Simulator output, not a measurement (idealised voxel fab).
The process module that follows is named voxel tone inversion.
Section cut is 205 nm wide and gridded with 5 nm square cells.
Each cross-section below is a grid of square cells, stated as bands in top-down order, with one or more rows of cells making up each band.
It is stipulated that each band's entry specify, in nanometres, the height of the top of the band and then that of its bottom, followed by the materials of the band in left-to-right sequence, each together with its width in nanometres. A single material marked by the word "all across" is understood to fill the band from edge to edge; the word "blank" is understood to denote empty space.
Ref level 0: as-received wafer is one material below here. Bottom band extends down with no lower bound ("from 0 down").
You'd read "30..40" like this: the band's top row of cells is as wide as the first number, its bottom row is as wide as the second, and going down, every row changes width by the same amount as the row before did.
The cross-section has no changed cell in any step marked "remains unaltered".
The entry titled "Closed void roster" provides the empty spaces that have no open way to the top, restricted to those of 8 cells or more. Each is presented as width x height at distance, the distance being measured from the left edge, with all three in nm.
Post-settings text on a step line: simulator's own remark regarding the step.
overlay nm: on a step with a mask, how far right of its planned place the mask lay; negative means left.
### The process steps that were planned are listed below
1,RECEIVE, material Si
2,CONFORMAL_DEP, material SiN, thk nm 10
3,DIRECTIONAL_DEP, material polySi, thk nm 15
4,PATTERN, tone cover, mask id POSTS, material resist, width nm 20, pitch nm 35, thk nm 20, overlay nm -15
5,DIRECTIONAL_ETCH, etch materials polySi, depth nm 15
6,STRIP, etch materials resist
7,FILL_DEP, material SiO2, thk nm 5
8,CMP, height nm 25
9,STRIP, etch materials polySi
10,CONFORMAL_DEP, material TiN, thk nm 5
11,FILL_DEP, material W, thk nm 10
12,CMP, height nm 25
13,CONFORMAL_DEP, material SiCN, thk nm 5
For this document, wafers share an identical start and vary in the step 4 overlay nm; the plan quotes the first wafer's value.
### The as-received cross-section of the first of several wafers corresponds to the state after step 1
> from 0 down | Si all across
> Closed void roster: none
### Per-wafer rows below. For each material: cells gained (+) or lost (-) since the wafer was received, as of end of module. Then: closed voids
overlay nm -15 | +41 SiCN | +82 SiN | +75 SiO2 | +32 TiN | +16 W | Closed void roster: none
overlay nm -10 | +41 SiCN | +82 SiN | +75 SiO2 | +32 TiN | +16 W | Closed void roster: none
overlay nm -5 | +41 SiCN | +82 SiN | +75 SiO2 | +32 TiN | +16 W | Closed void roster: none
overlay nm 0 | +41 SiCN | +82 SiN | +75 SiO2 | +32 TiN | +16 W | Closed void roster: none
overlay nm 5 | +41 SiCN | +82 SiN | +75 SiO2 | +32 TiN | +16 W | Closed void roster: none
overlay nm 10 | +41 SiCN | +82 SiN | +75 SiO2 | +32 TiN | +16 W | Closed void roster: none
overlay nm 15 | +41 SiCN | +82 SiN | +75 SiO2 | +32 TiN | +16 W | Closed void roster: none
